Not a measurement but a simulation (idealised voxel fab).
Proc. module: voxel gate over fins
The cross-section on display is named cut; it measures 205 nm wide, and its cells are 5 nm squares.
How to read a cross-section here: the picture is a grid of square cells, written as bands going from the top down, and any band can span one or more rows of cells.
The entry gives the band's vertical extent as a top height and a bottom height in nm, then its horizontal make-up as materials from left to right, each with a width in nm. "air" stands for empty space; a single material marked "all across" fills the band edge to edge.
Note: height 0 marks the level under which the wafer is uniformly one material as received. Lowest band unbounded below, written "0 and below".
Quick explanation for "30..40": the width changes in equal steps down the rows of cells, from the first number in the band's top row to the second number in its bottom row.
Any step labelled "everything unchanged" changed none of the cells in the cross-section.
This entry, "Unvented cavities", enumerates those empty regions of no fewer than 8 cells that possess no open connection to the top. Each region is reported in the form width x height at distance, the distance being taken from the left edge, with all three quantities expressed in nm.
The remark found on a step's line after its settings is issued by the simulator itself and pertains to that step.
overlay nm: on a step with a mask, how far right of its planned place the mask lay; negative means left.

## Steps in the process plan
1) RECEIVE | material Si
2) CONFORMAL_DEP | material SiN | thk nm 5
3) DIRECTIONAL_DEP | material aC | thk nm 15
4) PATTERN | tone cover | mask id FINS | material resist | width nm 15 | pitch nm 40 | thk nm 30 | overlay nm 0
5) DIRECTIONAL_ETCH | etch materials aC | depth nm 15
6) STRIP | etch materials resist
7) DIRECTIONAL_ETCH | etch materials SiN | depth nm 5
8) DIRECTIONAL_ETCH | etch materials Si | depth nm 30
9) STRIP | etch materials aC
10) FILL_DEP | material SiO2 | thk nm 10
11) CMP | height nm 5
12) SELECTIVE_ETCH | etch materials SiO2 | depth nm 20
13) STRIP | etch materials SiN
14) CONFORMAL_DEP | material HfO2 | thk nm 5
15) CONFORMAL_DEP | material TiN | thk nm 5
16) CONFORMAL_DEP | material TiAl | thk nm 5
17) CONFORMAL_DEP | material TiN | thk nm 5
18) FILL_DEP | material W | thk nm 10
19) CMP | height nm 25
20) CONFORMAL_DEP | material SiCN | thk nm 5

## Cross-section of the wafer upon arrival, representing the state reached after step 1
    0 and below: Si all across
    Unvented cavities: none

## End-of-module cross-section. Starting structure and process plan as above; one mistake made in running it
    30 down to 25: SiCN all across
    25 down to 15: W all across
    15 down to 10: W (20), then TiN (165), then W (20)
    10 down to 5: W (20), then TiN (5), then TiAl (35), then TiN (5), then TiAl (35), then TiN (5), then TiAl (35), then TiN (5), then TiAl (35), then TiN (5), then W (20)
    5 down to 0: W (20), then TiN (5), then TiAl (5), then HfO2 (25), then TiAl (5), then TiN (5), then TiAl (5), then HfO2 (25), then TiAl (5), then TiN (5), then TiAl (5), then HfO2 (25), then TiAl (5), then TiN (5), then TiAl (5), then HfO2 (25), then TiAl (5), then TiN (5), then W (20)
    0 down to -5: TiN (25), then TiAl (5), then HfO2 (5), then Si (15), then HfO2 (5), then TiAl (5), then TiN (5), then TiAl (5), then HfO2 (5), then Si (15), then HfO2 (5), then TiAl (5), then TiN (5), then TiAl (5), then HfO2 (5), then Si (15), then HfO2 (5), then TiAl (5), then TiN (5), then TiAl (5), then HfO2 (5), then Si (15), then HfO2 (5), then TiAl (5), then TiN (25)
    -5 down to -10: TiAl (30), then HfO2 (5), then Si (15), then HfO2 (5), then TiAl (15), then HfO2 (5), then Si (15), then HfO2 (5), then TiAl (15), then HfO2 (5), then Si (15), then HfO2 (5), then TiAl (15), then HfO2 (5), then Si (15), then HfO2 (5), then TiAl (30)
    -10 down to -15: HfO2 (35), then Si (15), then HfO2 (25), then Si (15), then HfO2 (25), then Si (15), then HfO2 (25), then Si (15), then HfO2 (35)
    -15 down to -30: SiO2 (35), then Si (15), then SiO2 (25), then Si (15), then SiO2 (25), then Si (15), then SiO2 (25), then Si (15), then SiO2 (35)
    -30 and below: Si all across
    Unvented cavities: none
what went wrong: with respect to the plan, step 15 was omitted and not executed
